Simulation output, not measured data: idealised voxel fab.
Process module under the name voxel self aligned contacts
Xsec cut, 235 nm wide, square cell size 5 nm.
Cross-section layout: square cells on a grid; listed as bands, top to bottom; a band spans one or more cell rows.
What a band's entry tells you: where the top is and where the bottom is, as heights in nm, and after that what lies inside, material by material from left to right, each with its width in nm. Empty space is written as the word "empty", and a single material marked with the word "throughout" occupies the band from edge to edge.
Measure heights from 0. That's the level where, below it, the as-received wafer is all one material. The lowest band is bottomless and extends downward; write it as in "0 down".
You'd read "30 to 40" like this: the band's top row of cells is as wide as the first number, its bottom row is as wide as the second, and going down, every row changes width by the same amount as the row before did.
The cross-section has no changed cell in any step marked "all unchanged".
What "Enclosed void listing" gives you is every empty space of 8 cells or more that is cut off from the top. Each appears as width x height at distance, with the distance taken from the left edge and width, height and distance all in nm.
What comes after the settings on a step's line is commentary from the simulator itself on that step.
The line of a step may include "overlay nm". On a step with a mask, this value is how far to the right of its planned place the mask lay. A negative value means the mask lay to the left.

**Steps planned for the process**
1,RECEIVE | material Si
2,CONFORMAL_DEP | material SiO2 | thk nm 5
3,DIRECTIONAL_DEP | material polySi | thk nm 30
4,DIRECTIONAL_DEP | material SiN | thk nm 15
5,PATTERN | tone cover | mask id GATE | material resist | width nm 25 | pitch nm 50 | thk nm 20 | overlay nm 0
6,DIRECTIONAL_ETCH | etch materials SiN | depth nm 15
7,DIRECTIONAL_ETCH | etch materials polySi | depth nm 30
8,STRIP | etch materials resist
9,CONFORMAL_DEP | material SiN | thk nm 5
10,DIRECTIONAL_ETCH | etch materials SiN | depth nm 5
11,FILL_DEP | material SiO2 | thk nm 15
12,CMP | height nm 60
13,PATTERN | tone open | mask id CONTACT | material resist | width nm 35 | pitch nm 50 | thk nm 15 | overlay nm 0
14,DIRECTIONAL_ETCH | etch materials SiO2 | depth nm 60
15,STRIP | etch materials resist
16,CONFORMAL_DEP | material TiN | thk nm 5
17,FILL_DEP | material Ru | thk nm 10
18,CMP | height nm 60
19,CONFORMAL_DEP | material SiCN | thk nm 5

**Wafer at receipt (post step 1), cross-section**
  0 down = Si throughout
  Enclosed void listing: none

**End-of-module cross-section. Starting structure and process plan as above; one mistake made in running it**
  65 to 60 = SiCN throughout
  60 to 40 = 75 nm SiO2  5 nm TiN  25 nm Ru  5 nm TiN  15 nm SiO2  5 nm TiN  25 nm Ru  5 nm TiN  75 nm SiO2
  40 to 35 = 75 nm SiO2  35 nm TiN  15 nm SiO2  35 nm TiN  75 nm SiO2
  35 to 5 = polySi throughout
  5 to 0 = SiO2 throughout
  0 down = Si throughout
  Enclosed void listing: none
The mistake made against the process plan was this: not per plan at step 4, really ran DIRECTIONAL_DEP | material SiO2 | thk nm 15
